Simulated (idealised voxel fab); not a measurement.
process module | voxel wiring stack
Pictured: cross-section cut, 280 nm wide, on a grid of 5 nm square cells.
Cross-section, as written here: a square-cell grid given band by band from the top down, where a band holds one or more rows of cells. In this notation a band is specified by the heights of its top and bottom, in that order and in nm, after which its materials appear from left to right, each paired with its width in nm. The word "everywhere" attached to a single material means that material fills the band from edge to edge; the word "empty" stands for empty space. It should be noted that heights are counted from 0, beneath which the wafer as supplied is of one material throughout, and that the lowest band possesses no lower boundary but continues downward, as written in "0 down". Think of "30 to 40" as a width that walks from the first number to the second as you go down the band, top row to bottom row, taking equal-sized steps from row to row. Key: "no modification" - step with no changed cell in the cross-section. The entry "Voids, enclosed" lists the empty spaces that cover at least 8 cells and have no open path to the top. Each is written as width x height at distance, where the distance is measured from the left edge and all three values are in nm. Formally, on a step line, whatever follows the settings is a remark that the simulator itself makes on the step. Steps that use a mask can have "overlay nm" on their line. It says how far the mask sat to the right of where it was meant to be. Negative means to the left.
**Steps planned for the process**
1. RECEIVE,material Si
2. CONFORMAL_DEP,material SiO2,thk nm 10
3. DIRECTIONAL_DEP,material TiN,thk nm 5
4. DIRECTIONAL_DEP,material W,thk nm 15
5. PATTERN,tone cover,mask id METAL_1,material resist,width nm 30,pitch nm 55,thk nm 15,overlay nm 0
6. DIRECTIONAL_ETCH,etch materials W,depth nm 15
7. DIRECTIONAL_ETCH,etch materials TiN,depth nm 5
8. STRIP,etch materials resist
9. FILL_DEP,material SiO2,thk nm 10
10. CMP,height nm 30
11. CONFORMAL_DEP,material SiCN,thk nm 5
12. DIRECTIONAL_DEP,material lowk,thk nm 20
13. PATTERN,tone open,mask id PLUG_1,material resist,width nm 15,pitch nm 55,thk nm 15,overlay nm 0
14. DIRECTIONAL_ETCH,etch materials lowk,depth nm 20
15. DIRECTIONAL_ETCH,etch materials SiCN,depth nm 5
16. STRIP,etch materials resist
17. CONFORMAL_DEP,material TiN,thk nm 5
18. FILL_DEP,material Ru,thk nm 5
19. CMP,height nm 55
20. DIRECTIONAL_DEP,material TiN,thk nm 5
21. DIRECTIONAL_DEP,material Ru,thk nm 15
22. PATTERN,tone cover,mask id METAL_2,material resist,width nm 30,pitch nm 55,thk nm 20,overlay nm 0
23. DIRECTIONAL_ETCH,etch materials Ru,depth nm 15
24. DIRECTIONAL_ETCH,etch materials TiN,depth nm 5
25. STRIP,etch materials resist
26. CONFORMAL_DEP,material SiCN,thk nm 5
27. FILL_DEP,material SiO2,thk nm 5
28. CMP,height nm 75
29. CONFORMAL_DEP,material SiN,thk nm 5
**Incoming wafer in cross-section (state: after step 1)**
    0 down | Si everywhere
    Voids, enclosed: none
**End-of-module XS, first of two wafers, run as planned**
    80 to 75 | SiN everywhere
    75 to 60 | 90 nm SiO2, 5 nm SiCN, 30 nm Ru, 5 nm SiCN, 15 nm SiO2, 5 nm SiCN, 30 nm Ru, 5 nm SiCN, 95 nm SiO2
    60 to 55 | 95 nm SiCN, 30 nm TiN, 25 nm SiCN, 30 nm TiN, 100 nm SiCN
    55 to 35 | 95 nm lowk, 5 nm TiN, 5 nm Ru, 5 nm TiN, 40 nm lowk, 5 nm TiN, 5 nm Ru, 5 nm TiN, 115 nm lowk
    35 to 30 | 95 nm SiCN, 15 nm TiN, 40 nm SiCN, 15 nm TiN, 115 nm SiCN
    30 to 15 | 95 nm SiO2, 30 nm W, 25 nm SiO2, 30 nm W, 100 nm SiO2
    15 to 10 | 95 nm SiO2, 30 nm TiN, 25 nm SiO2, 30 nm TiN, 100 nm SiO2
    10 to 0 | SiO2 everywhere
    0 down | Si everywhere
    Voids, enclosed: none
**Cross-sectional view of the second of two wafers upon completion of the module. This wafer shared its starting condition and process plan with the first; one error was made during its execution**
    80 to 75 | SiN everywhere
    75 to 60 | 90 nm SiO2, 5 nm SiCN, 30 nm Ru, 5 nm SiCN, 15 nm SiO2, 5 nm SiCN, 30 nm Ru, 5 nm SiCN, 95 nm SiO2
    60 to 55 | 95 nm SiCN, 30 nm TiN, 25 nm SiCN, 30 nm TiN, 100 nm SiCN
    55 to 35 | 95 nm lowk, 5 nm TiN, 5 nm Ru, 5 nm TiN, 40 nm lowk, 5 nm TiN, 5 nm Ru, 5 nm TiN, 115 nm lowk
    35 to 30 | 95 nm SiCN, 15 nm TiN, 40 nm SiCN, 15 nm TiN, 115 nm SiCN
    30 to 15 | 95 nm Ru, 30 nm W, 25 nm Ru, 30 nm W, 100 nm Ru
    15 to 10 | 95 nm Ru, 30 nm TiN, 25 nm Ru, 30 nm TiN, 100 nm Ru
    10 to 0 | SiO2 everywhere
    0 down | Si everywhere
    Voids, enclosed: none
Misprocessing identified: note that step 9 departed from the planned setting and was carried out as FILL_DEP,material Ru,thk nm 10
Final wafer comparison in cells, second versus first, more or fewer per material: +176 Ru | -176 SiO2
